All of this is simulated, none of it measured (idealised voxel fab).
Process module, titled voxel self aligned contacts
Section shown: cut. Width: 185 nm. Cell size: 5 nm, square.
Cross-section spec: square-cell grid; bands listed top down; each band is one or more rows.
Top, bottom (nm), then materials left to right with widths (nm); lone material tagged "edge to edge" fills the whole band edge to edge; "blank" = empty space.
The reference from which all heights are counted is 0, the level beneath which the as-received wafer is entirely one material; the lowest band, having no lower bound, proceeds downward and is written after the example "0 down".
A width given as "30..40" starts at the first number in the band's top row and ends at the second number in its bottom row, shifting by an equal amount at every step from row to row.
Where a step carries "no alterations made", the cross-section came out of it unchanged, cell for cell.
This entry, "Enclosed internal voids", enumerates those empty regions of no fewer than 8 cells that possess no open connection to the top. Each region is reported in the form width x height at distance, the distance being taken from the left edge, with all three quantities expressed in nm.
Step line, after settings: the simulator's comment on this step.
For masked steps, "overlay nm" on the step line gives how far right of plan the mask actually lay; a minus sign means it lay to the left.
### The process steps that were planned are listed below
- 1: op RECEIVE | material Si
- 2: op CONFORMAL_DEP | material SiO2 | thk nm 5
- 3: op DIRECTIONAL_DEP | material polySi | thk nm 25
- 4: op DIRECTIONAL_DEP | material SiN | thk nm 15
- 5: op PATTERN | tone cover | mask id GATE | material resist | width nm 25 | pitch nm 50 | thk nm 20 | overlay nm 0
- 6: op DIRECTIONAL_ETCH | etch materials SiN | depth nm 15
- 7: op DIRECTIONAL_ETCH | etch materials polySi | depth nm 25
- 8: op STRIP | etch materials resist
- 9: op CONFORMAL_DEP | material SiN | thk nm 5
- 10: op DIRECTIONAL_ETCH | etch materials SiN | depth nm 5
- 11: op FILL_DEP | material SiO2 | thk nm 20
- 12: op CMP | height nm 55
- 13: op PATTERN | tone open | mask id CONTACT | material resist | width nm 35 | thk nm 15 | overlay nm 0
- 14: op DIRECTIONAL_ETCH | etch materials SiO2 | depth nm 55
- 15: op STRIP | etch materials resist
- 16: op CONFORMAL_DEP | material TiN | thk nm 5
- 17: op FILL_DEP | material W | thk nm 10
- 18: op CMP | height nm 55
- 19: op CONFORMAL_DEP | material SiN | thk nm 5
### as received, after step 1
    0 down | Si edge to edge
    Enclosed internal voids: none
### Starting wafer: above. Plan: above. Run: one mistake. Cross-section after the module: below
    60 to 55 | SiN edge to edge
    55 to 45 | SiO2 (75); TiN (5..10); W (25..5); TiN (5..20); SiO2 (75)
    45 to 30 | SiO2 (45); SiN (35); TiN (5); W (5); TiN (5); SiN (35); SiO2 (55)
    30 to 5 | SiO2 (45); SiN (5); polySi (25); SiN (5); TiN (5); W (5); TiN (5); SiN (5); polySi (25); SiN (5); SiO2 (55)
    5 to 0 | SiO2 (80); TiN (15); SiO2 (90)
    0 down | Si edge to edge
    Enclosed internal voids: none
Short version of what went wrong: step 5 off recipe, ran as op PATTERN | tone cover | mask id GATE | material resist | width nm 25 | pitch nm 50 | thk nm 20 | overlay nm -5
